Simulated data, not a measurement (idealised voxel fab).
process module | voxel tone inversion
cross-section cut | 250 nm wide | cells 5 nm
A cross-section is a grid of square cells, given in bands from the top down. A band is one or more rows of cells.
Each band's line starts with the height of the band's top and of its bottom, in nm. Then come its materials from left to right, each with its width in nm. One material with "throughout" fills the band from edge to edge. "air" is empty space.
Height 0 is the level under which the wafer as received is all one material. The lowest band goes on downwards, as in "0 down".
A width such as "30 to 40" changes by the same amount from each row of cells to the next, from the band's top row to its bottom row.
"no change" after a step means that no cell of the cross-section changed.
closed voids: empty space of 8 cells or more with no open way to the top, each as width x height at its distance from the left edge, in nm
after a step's settings: what the simulator itself notes on the step
overlay nm, on a step with a mask: how far to the right of its planned place the mask lay; to the left if negative
plan
1 op RECEIVE | material Si
2 op CONFORMAL_DEP | material SiN | thk nm 5
3 op DIRECTIONAL_DEP | material polySi | thk nm 15
4 op PATTERN | tone cover | mask id POSTS | material resist | width nm 15 | pitch nm 45 | thk nm 20 | overlay nm 0
5 op DIRECTIONAL_ETCH | etch materials polySi | depth nm 15
6 op STRIP | etch materials resist
7 op FILL_DEP | material SiO2 | thk nm 5
8 op CMP | height nm 20
9 op STRIP | etch materials polySi
10 op CONFORMAL_DEP | material TiN | thk nm 5
11 op FILL_DEP | material Ru | thk nm 10
12 op CMP | height nm 20
13 op CONFORMAL_DEP | material SiN | thk nm 5
varied across the wafers: width nm of step 4. The plan shows the first wafer's value. All wafers start alike
first wafer as received, after step 1
  0 down: Si throughout
  closed voids: none
each wafer at the end: cells of each material gained (+) or lost (-) since it was received, then its closed voids
width nm 15 | +8 Ru | +100 SiN | +114 SiO2 | +28 TiN | closed voids: none
width nm 20 | +16 Ru | +100 SiN | +102 SiO2 | +32 TiN | closed voids: none
width nm 25 | +24 Ru | +100 SiN | +90 SiO2 | +36 TiN | closed voids: none
width nm 30 | +32 Ru | +100 SiN | +78 SiO2 | +40 TiN | closed voids: none
